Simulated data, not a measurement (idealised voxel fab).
process module | voxel double patterning
cross-section cut | 255 nm wide | cells 5 nm
A cross-section is a grid of square cells, given in bands from the top down. A band is one or more rows of cells.
Each band's line starts with the height of the band's top and of its bottom, in nm. Then come its materials from left to right, each with its width in nm. One material with "throughout" fills the band from edge to edge. "air" is empty space.
Height 0 is the level under which the wafer as received is all one material. The lowest band goes on downwards, as in "0 down".
A width such as "30 to 40" changes by the same amount from each row of cells to the next, from the band's top row to its bottom row.
"no change" after a step means that no cell of the cross-section changed.
closed voids: empty space of 8 cells or more with no open way to the top, each as width x height at its distance from the left edge, in nm
after a step's settings: what the simulator itself notes on the step
overlay nm, on a step with a mask: how far to the right of its planned place the mask lay; to the left if negative
plan
1 op RECEIVE | material Si
2 op CONFORMAL_DEP | material SiN | thk nm 10
3 op DIRECTIONAL_DEP | material SiO2 | thk nm 15
4 op DIRECTIONAL_DEP | material SiCN | thk nm 5
5 op DIRECTIONAL_DEP | material aC | thk nm 10
6 op PATTERN | tone open | mask id FIRST | material resist | width nm 15 | pitch nm 50 | thk nm 25 | overlay nm 0
7 op DIRECTIONAL_ETCH | etch materials aC | depth nm 10
8 op STRIP | etch materials resist
9 op DIRECTIONAL_ETCH | etch materials SiCN | depth nm 5
10 op STRIP | etch materials aC
11 op MASKED_ETCH | tone open | mask id SECOND | width nm 15 | etch materials SiCN | depth nm 5 | overlay nm 0
12 op DIRECTIONAL_ETCH | etch materials SiO2 | depth nm 15
13 op STRIP | etch materials SiCN
as received, after step 1
  0 down: Si throughout
  closed voids: none
first wafer at the end, as planned
  25 to 10: SiO2 95 | air 15 | SiO2 10 | air 15 | SiO2 10 | air 15 | SiO2 95
  10 to 0: SiN throughout
  0 down: Si throughout
  closed voids: none
second wafer at the end: like start, like plan, one mistake
  25 to 10: air 95 | SiO2 15 | air 35 | SiO2 15 | air 95
  10 to 0: SiN throughout
  0 down: Si throughout
  closed voids: none
what went wrong: step 6 ran as: op PATTERN | tone cover | mask id FIRST | material resist | width nm 15 | pitch nm 50 | thk nm 25 | overlay nm 0
at the end the second wafer has, in cells: 108 fewer of SiO2
